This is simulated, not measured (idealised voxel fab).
Module name: voxel self aligned contacts (process module)
The cross-section on display is named cut; it measures 230 nm wide, and its cells are 5 nm squares.
Cross-section spec: square-cell grid; bands listed top down; each band is one or more rows. Band: top height; bottom height; in nm. Then, left to right: material with width in nm, for each material. "full width": a single material spanning edge to edge. "blank": empty space. Zero point of the height axis is 0; under it, received wafer = one material. Lowest band: continues down indefinitely, "0 down". A width such as "30..40" changes by the same amount from each row of cells to the next, from the band's top row to its bottom row. It should be understood that the words "nothing got changed", when stated for a given step, signify that the cross-section underwent no change in any of its cells during that step. "Unvented voids" - sealed voids, min. 8 cells, no opening to top; format: width x height at distance (distance from left edge; nm throughout). On each step's line, the part that comes after the settings is the simulator's own comment on the step. Regarding "overlay nm": on a step with a mask, it is the distance the mask lay to the right of its planned place; a negative value places it to the left.

### So here's the lineup of process steps we planned
1. RECEIVE: material Si
2. CONFORMAL_DEP: material SiO2, thk nm 5
3. DIRECTIONAL_DEP: material polySi, thk nm 25
4. DIRECTIONAL_DEP: material SiN, thk nm 20
5. DIRECTIONAL_DEP: material aC, thk nm 15
6. PATTERN: tone cover, mask id GATE, material resist, width nm 30, pitch nm 55, thk nm 30, overlay nm 0
7. DIRECTIONAL_ETCH: etch materials aC, depth nm 15
8. STRIP: etch materials resist
9. DIRECTIONAL_ETCH: etch materials SiN, depth nm 20
10. DIRECTIONAL_ETCH: etch materials polySi, depth nm 25
11. STRIP: etch materials aC
12. CONFORMAL_DEP: material SiN, thk nm 5
13. DIRECTIONAL_ETCH: etch materials SiN, depth nm 5
14. FILL_DEP: material SiO2, thk nm 15
15. CMP: height nm 60
16. DIRECTIONAL_DEP: material aC, thk nm 15
17. PATTERN: tone open, mask id CONTACT, material resist, width nm 35, thk nm 35, overlay nm 0
18. DIRECTIONAL_ETCH: etch materials aC, depth nm 15
19. STRIP: etch materials resist
20. DIRECTIONAL_ETCH: etch materials SiO2, depth nm 60
21. STRIP: etch materials aC
22. CONFORMAL_DEP: material TiN, thk nm 5
23. FILL_DEP: material W, thk nm 5
24. CMP: height nm 60
25. CONFORMAL_DEP: material SiN, thk nm 5

### As-received wafer cross-section (after step 1)
* 0 down | Si full width
* Unvented voids: none

### This is how the wafer looks in cross-section once the module is done, given the starting state and plan above and one mistake in carrying the plan out
* 65 to 60 | W full width
* 60 to 50 | SiO2: 95 / TiN: 5..15 / W: 25..5 / TiN: 5..15 / SiO2: 100
* 50 to 30 | SiO2: 65 / SiN: 40 / TiN: 5 / W: 5 / TiN: 5 / SiN: 40 / SiO2: 70
* 30 to 5 | SiO2: 65 / SiN: 5 / polySi: 30 / SiN: 5 / TiN: 5 / W: 5 / TiN: 5 / SiN: 5 / polySi: 30 / SiN: 5 / SiO2: 70
* 5 to 0 | SiO2: 105 / TiN: 15 / SiO2: 110
* 0 down | Si full width
* Unvented voids: none
Against the plan, the run slipped here: step 25 ran with different settings than intended, the actual operation and settings being CONFORMAL_DEP: material W, thk nm 5
